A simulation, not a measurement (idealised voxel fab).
Presented below is a process module, voxel gate over fins.
The cross-section on display is named cut; it measures 200 nm wide, and its cells are 5 nm squares.
When this document writes out a cross-section, it uses a grid of square cells and lists it as bands, beginning at the top and moving down, with a band standing for one or more rows of cells. A band entry consists of two parts. The first gives the height of the band's top and the height of its bottom, in nm. The rest lists the band's materials from left to right, each with its width in nm. A single material labelled with the word "throughout" fills the band from edge to edge, and the word "empty" marks empty space. Heights are reckoned from 0. Under this level, the received wafer is all of one material. The bottommost band is open-ended downward, for example "0..down". Width "30->40": first value at the band's top row of cells, second value at its bottom row, equal change from row to row. Basically "no alterations made" means that step didn't change any cell in the cross-section. Look at "Trapped voids" for the closed voids: empty spaces with no open path to the top, sized 8 cells or up. Each is width x height at distance, distance from the left edge, all nm. Anything after a step's settings on that line? It's the simulator's own note about the step. overlay nm, on a step with a mask: how far to the right of its planned place the mask lay; to the left if negative.

Steps in the process plan
- 1: RECEIVE: material Si
- 2: CONFORMAL_DEP: material SiN, thk nm 5
- 3: PATTERN: tone cover, mask id FINS, material resist, width nm 15, pitch nm 50, thk nm 15, overlay nm 0
- 4: DIRECTIONAL_ETCH: etch materials SiN, depth nm 5
- 5: DIRECTIONAL_ETCH: etch materials Si, depth nm 30
- 6: STRIP: etch materials resist
- 7: FILL_DEP: material SiO2, thk nm 15
- 8: CMP: height nm 5
- 9: MASKED_ETCH: tone open, mask id RAIL, width nm 15, etch materials SiO2, depth nm 30, overlay nm 0
- 10: CONFORMAL_DEP: material TiN, thk nm 5
- 11: FILL_DEP: material W, thk nm 5
- 12: CMP: height nm 5
- 13: SELECTIVE_ETCH: etch materials W Ru TiN, depth nm 15
- 14: FILL_DEP: material SiO2, thk nm 5
- 15: CMP: height nm 5
- 16: SELECTIVE_ETCH: etch materials SiO2, depth nm 15
- 17: STRIP: etch materials SiN
- 18: CONFORMAL_DEP: material HfO2, thk nm 5
- 19: CONFORMAL_DEP: material TiN, thk nm 5
- 20: FILL_DEP: material W, thk nm 15
- 21: CMP: height nm 20
- 22: CONFORMAL_DEP: material SiN, thk nm 5
varied across the wafers: depth nm of step 13. The plan shows the first wafer's value. All wafers start alike

Received wafers, first of several: cross-section after step 1
- 0..down: Si throughout
- Trapped voids: none

Cross-section of the first of several wafers, taken after step 22, where the module ends
- 25..20: SiN throughout
- 20..10: W throughout
- 10..5: 5 of W  35 of TiN  15 of W  35 of TiN  15 of W  35 of TiN  15 of W  35 of TiN  10 of W
- 5..0: 5 of W  5 of TiN  25 of HfO2  5 of TiN  15 of W  5 of TiN  25 of HfO2  5 of TiN  15 of W  5 of TiN  25 of HfO2  5 of TiN  15 of W  5 of TiN  25 of HfO2  5 of TiN  10 of W
- 0..-5: 10 of TiN  5 of HfO2  15 of Si  5 of HfO2  25 of TiN  5 of HfO2  15 of Si  5 of HfO2  25 of TiN  5 of HfO2  15 of Si  5 of HfO2  25 of TiN  5 of HfO2  15 of Si  5 of HfO2  15 of TiN
- -5..-10: 15 of HfO2  15 of Si  35 of HfO2  15 of Si  35 of HfO2  15 of Si  35 of HfO2  15 of Si  20 of HfO2
- -10..-20: 15 of SiO2  15 of Si  10 of SiO2  5 of TiN  5 of W  5 of TiN  10 of SiO2  15 of Si  35 of SiO2  15 of Si  35 of SiO2  15 of Si  20 of SiO2
- -20..-25: 15 of SiO2  15 of Si  10 of SiO2  15 of TiN  10 of SiO2  15 of Si  35 of SiO2  15 of Si  35 of SiO2  15 of Si  20 of SiO2
- -25..-30: 15 of SiO2  15 of Si  35 of SiO2  15 of Si  35 of SiO2  15 of Si  35 of SiO2  15 of Si  20 of SiO2
- -30..down: Si throughout
- Trapped voids: none

Cross-sectional depiction of the last of several wafers upon completion of the module
- 25..20: SiN throughout
- 20..10: W throughout
- 10..5: 5 of W  35 of TiN  15 of W  35 of TiN  15 of W  35 of TiN  15 of W  35 of TiN  10 of W
- 5..0: 5 of W  5 of TiN  25 of HfO2  5 of TiN  15 of W  5 of TiN  25 of HfO2  5 of TiN  15 of W  5 of TiN  25 of HfO2  5 of TiN  15 of W  5 of TiN  25 of HfO2  5 of TiN  10 of W
- 0..-5: 10 of TiN  5 of HfO2  15 of Si  5 of HfO2  25 of TiN  5 of HfO2  15 of Si  5 of HfO2  25 of TiN  5 of HfO2  15 of Si  5 of HfO2  25 of TiN  5 of HfO2  15 of Si  5 of HfO2  15 of TiN
- -5..-10: 15 of HfO2  15 of Si  35 of HfO2  15 of Si  35 of HfO2  15 of Si  35 of HfO2  15 of Si  20 of HfO2
- -10..-30: 15 of SiO2  15 of Si  35 of SiO2  15 of Si  35 of SiO2  15 of Si  35 of SiO2  15 of Si  20 of SiO2
- -30..down: Si throughout
- Trapped voids: none

Where each wafer stands at the end of the module, a row apiece: cells of each material gained (+) or lost (-) since it was received, then closed voids
depth nm 15, +56 HfO2, -168 Si, +40 SiN, +103 SiO2, +63 TiN, +106 W, Trapped voids: none
depth nm 20, +56 HfO2, -168 Si, +40 SiN, +106 SiO2, +61 TiN, +105 W, Trapped voids: none
depth nm 25, +56 HfO2, -168 Si, +40 SiN, +109 SiO2, +59 TiN, +104 W, Trapped voids: none
depth nm 30, +56 HfO2, -168 Si, +40 SiN, +112 SiO2, +56 TiN, +104 W, Trapped voids: none
depth nm 35, +56 HfO2, -168 Si, +40 SiN, +112 SiO2, +56 TiN, +104 W, Trapped voids: none
depth nm 40, +56 HfO2, -168 Si, +40 SiN, +112 SiO2, +56 TiN, +104 W, Trapped voids: none
